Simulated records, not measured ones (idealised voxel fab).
This section sets out a process module, namely voxel transistor to metal.
Cross-section cut spans 200 nm and uses square cells 5 nm in size.
If you're reading a cross-section in this doc, picture square cells in a grid; it comes to you as bands, top ones listed first down to the bottom, and a band can be one or more rows of cells. First you get the band's top height and its bottom height, in nm, and then the materials it's made of, left to right, with each width in nm. If you see a single material with "all across", that one covers the band edge to edge. "blank" is empty space. Heights are measured from 0, the level below which the as-received wafer is all one material; the lowest band has no bottom and continues downward, written as in "0 nm and below". The notation "30..40" denotes a width that varies across the rows of cells in the band, beginning at the first number in the top row, finishing at the second number in the bottom row, and changing by an identical amount from each row to the next. "no alterations made", as given for a step, is the statement that not any cell of the cross-section underwent a change during that step. Voids not open to the top, 8 cells minimum: see "Closed void list". Written width x height at distance; distance is from the left edge; nm. If you see something after the settings on a step's line, that's the simulator's own remark about that step. On any step carrying a mask, the "overlay nm" setting, if present on the step's line, tells how far right of its planned place the mask lay; negative values point to the left.
**The following list gives the planned process steps**
1: op RECEIVE | material Si
2: op OXIDIZE | depth nm 5
3: op CONFORMAL_DEP | material SiN | thk nm 15
4: op MASKED_ETCH | tone cover | mask id ACTIVE | width nm 105 | etch materials SiN | depth nm 15 | overlay nm 0
5: op MASKED_ETCH | tone cover | mask id ACTIVE | width nm 105 | etch materials SiO2 | depth nm 5 | overlay nm 0
6: op MASKED_ETCH | tone cover | mask id ACTIVE | width nm 105 | etch materials Si | depth nm 25 | overlay nm 0
7: op FILL_DEP | material SiO2 | thk nm 5
8: op CMP | height nm 15
9: op SELECTIVE_ETCH | etch materials SiO2 | depth nm 15
10: op STRIP | etch materials SiN
11: op SELECTIVE_ETCH | etch materials SiO2 | depth nm 5
12: op OXIDIZE | depth nm 5
13: op DIRECTIONAL_DEP | material polySi | thk nm 20
14: op DIRECTIONAL_DEP | material SiCN | thk nm 15
15: op PATTERN | tone cover | mask id GATE | material resist | width nm 25 | thk nm 15 | overlay nm 0
16: op DIRECTIONAL_ETCH | etch materials SiCN | depth nm 25
17: op DIRECTIONAL_ETCH | etch materials polySi | depth nm 30
18: op STRIP | etch materials resist
19: op CONFORMAL_DEP | material SiN | thk nm 10
20: op DIRECTIONAL_ETCH | etch materials SiN | depth nm 10
21: op DIRECTIONAL_ETCH | etch materials SiO2 | depth nm 5
22: op DIRECTIONAL_ETCH | etch materials Si | depth nm 5
23: op EPI | material pSi | thk nm 5
24: op FILL_DEP | material SiO2 | thk nm 5
25: op CMP | height nm 15
26: op STRIP | etch materials polySi
27: op SELECTIVE_ETCH | etch materials SiO2 | depth nm 5
28: op CONFORMAL_DEP | material HfO2 | thk nm 5
29: op CONFORMAL_DEP | material TiN | thk nm 5
30: op FILL_DEP | material W | thk nm 10
31: op CMP | height nm 10
32: op DIRECTIONAL_DEP | material SiO2 | thk nm 15
33: op MASKED_ETCH | tone open | mask id CONTACT | width nm 15 | pitch nm 80 | etch materials SiO2 | depth nm 35 | overlay nm 0
34: op CONFORMAL_DEP | material TiN | thk nm 5
35: op FILL_DEP | material W | thk nm 10
36: op CMP | height nm 25
37: op CONFORMAL_DEP | material SiN | thk nm 5
38: op DIRECTIONAL_DEP | material lowk | thk nm 25
39: op DIRECTIONAL_DEP | material aC | thk nm 10
40: op PATTERN | tone open | mask id METAL_1 | material resist | width nm 15 | pitch nm 80 | thk nm 30 | overlay nm 0
41: op DIRECTIONAL_ETCH | etch materials aC | depth nm 10
42: op STRIP | etch materials resist
43: op DIRECTIONAL_ETCH | etch materials lowk | depth nm 25
44: op DIRECTIONAL_ETCH | etch materials SiN | depth nm 5
45: op STRIP | etch materials aC
46: op CONFORMAL_DEP | material TiN | thk nm 5
47: op FILL_DEP | material Ru | thk nm 5
48: op CMP | height nm 55
49: op CONFORMAL_DEP | material SiN | thk nm 5
**Cross-section of the wafer upon arrival, representing the state reached after step 1**
> 0 nm and below: Si all across
> Closed void list: none
**Wafer cross-section at end of module: start and plan as shown above, one execution error**
> 60 nm to 55 nm: SiN all across
> 55 nm to 30 nm: lowk=50  TiN=5  Ru=5  TiN=5  lowk=65  TiN=5  Ru=5  TiN=5  lowk=55
> 30 nm to 25 nm: SiN=50  TiN=15  SiN=65  TiN=15  SiN=55
> 25 nm to 15 nm: W=45  TiN=5  SiO2=15  TiN=5  W=55  TiN=5  SiO2=15  TiN=5  W=50
> 15 nm to 10 nm: W=45  TiN=5  SiO2=15  TiN=65  SiO2=15  TiN=5  W=50
> 10 nm to 0 nm: W=45  TiN=5  SiO2=15  TiN=10  SiN=10  HfO2=5  TiN=5  W=5  TiN=5  HfO2=5  SiN=10  TiN=10  SiO2=15  TiN=5  W=50
> 0 nm to -5 nm: W=45  TiN=5  SiO2=15  TiN=10  SiN=10  HfO2=5  TiN=15  HfO2=5  SiN=10  TiN=10  SiO2=15  TiN=5  W=50
> -5 nm to -10 nm: TiN=50  SiO2=15  TiN=5  pSi=5  SiO2=5  HfO2=35  SiO2=5  pSi=5  TiN=5  SiO2=15  TiN=55
> -10 nm to -15 nm: SiO2=45  pSi=30  Si=45  pSi=30  SiO2=50
> -15 nm to -30 nm: SiO2=45  Si=105  SiO2=50
> -30 nm and below: Si all across
> Closed void list: none
What broke from the plan during processing? step 33 was processed under conditions differing from the plan, specifically as op MASKED_ETCH | tone cover | mask id CONTACT | width nm 15 | pitch nm 80 | etch materials SiO2 | depth nm 35 | overlay nm 0
